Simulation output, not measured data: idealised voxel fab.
Process module name: voxel tone inversion
The cross-section shown here is cut; it is 160 nm wide and divided into square cells measuring 5 nm on a side.
Think of the cross-section as a grid of square cells. We describe it in bands, top to bottom, and each band covers one or more rows of those cells. Band entry format. Leading values: height of top, height of bottom, nm. Remainder: materials in left-to-right order, each with its width in nm. Special words: "everywhere" on a single material, which then fills the band edge to edge; "blank", empty space. Height reference: 0 = level under which incoming wafer is all one material. Lowest band: no bottom, runs on downward, e.g. "0 down". The notation "30 to 40" denotes a width that varies across the rows of cells in the band, beginning at the first number in the top row, finishing at the second number in the bottom row, and changing by an identical amount from each row to the next. Any step labelled "changes: none" changed none of the cells in the cross-section. Heads up: "closed voids" only lists the empty pockets with no open path to the top that are 8 cells or more, and it writes them as width x height at distance, distance from the left edge, in nm. What comes after the settings on a step's line is commentary from the simulator itself on that step. You can add "overlay nm" to a step's line. For a step with a mask, it describes how far the mask lay to the right of its planned position, and a negative number describes a lay to the left.
Steps in the process plan:
| 1 | RECEIVE,material Si |
| 2 | CONFORMAL_DEP,material SiN,thk nm 10 |
| 3 | DIRECTIONAL_DEP,material aC,thk nm 15 |
| 4 | PATTERN,tone cover,mask id POSTS,material resist,width nm 15,pitch nm 40,thk nm 20,overlay nm 0 |
| 5 | DIRECTIONAL_ETCH,etch materials aC,depth nm 15 |
| 6 | STRIP,etch materials resist |
| 7 | FILL_DEP,material SiO2,thk nm 5 |
| 8 | CMP,height nm 25 |
| 9 | STRIP,etch materials aC |
First of two wafers, with the run carried out as planned:
As-received state of the wafer in cross-section, equivalent to post-step 1:
> 0 down  Si everywhere
> closed voids: none
After step 2: wafer cross-section:
> 10 to 0  SiN everywhere
> Below a height of 0, the structure has not been altered.
After step 3: wafer cross-section:
> 25 to 10  aC everywhere
> Below a height of 10, the structure has not been altered.
After step 4: wafer cross-section:
> 45 to 25  30 of blank  15 of resist  25 of blank  15 of resist  25 of blank  15 of resist  35 of blank
> Below a height of 25, the structure has not been altered.
After step 5: wafer cross-section:
> 30 to 25  30 of blank  15 of resist  25 of blank  15 of resist  25 of blank  15 of resist  35 of blank
> 25 to 10  30 of blank  15 of aC  25 of blank  15 of aC  25 of blank  15 of aC  35 of blank
> Below a height of 10, the structure has not been altered.
After step 6: wafer cross-section:
> 25 to 10  30 of blank  15 of aC  25 of blank  15 of aC  25 of blank  15 of aC  35 of blank
> Below a height of 10, the structure has not been altered.
After step 7: wafer cross-section:
> 30 to 25  SiO2 everywhere
> 25 to 10  30 of SiO2  15 of aC  25 of SiO2  15 of aC  25 of SiO2  15 of aC  35 of SiO2
> Below a height of 10, the structure has not been altered.
After step 8: wafer cross-section:
> 25 to 10  30 of SiO2  15 of aC  25 of SiO2  15 of aC  25 of SiO2  15 of aC  35 of SiO2
> Below a height of 10, the structure has not been altered.
After step 9: wafer cross-section:
> 25 to 10  30 of SiO2  15 of blank  25 of SiO2  15 of blank  25 of SiO2  15 of blank  35 of SiO2
> Below a height of 10, the structure has not been altered.
Wafer two. Identical start, identical plan. One mistake in execution. Identical history through step 8:
Cross-section of the second wafer corresponding to the planned conclusion of step 9:
> 25 to 10  30 of blank  15 of aC  25 of blank  15 of aC  25 of blank  15 of aC  35 of blank
> Below a height of 10, the structure has not been altered.
It is concluded that the wafer was processed incorrectly with respect to the plan, in that step 9 ran with different settings than intended, the actual operation and settings being STRIP,etch materials SiO2
at the end the second wafer has, in cells: SiO2: 69 fewer, aC: 27 more
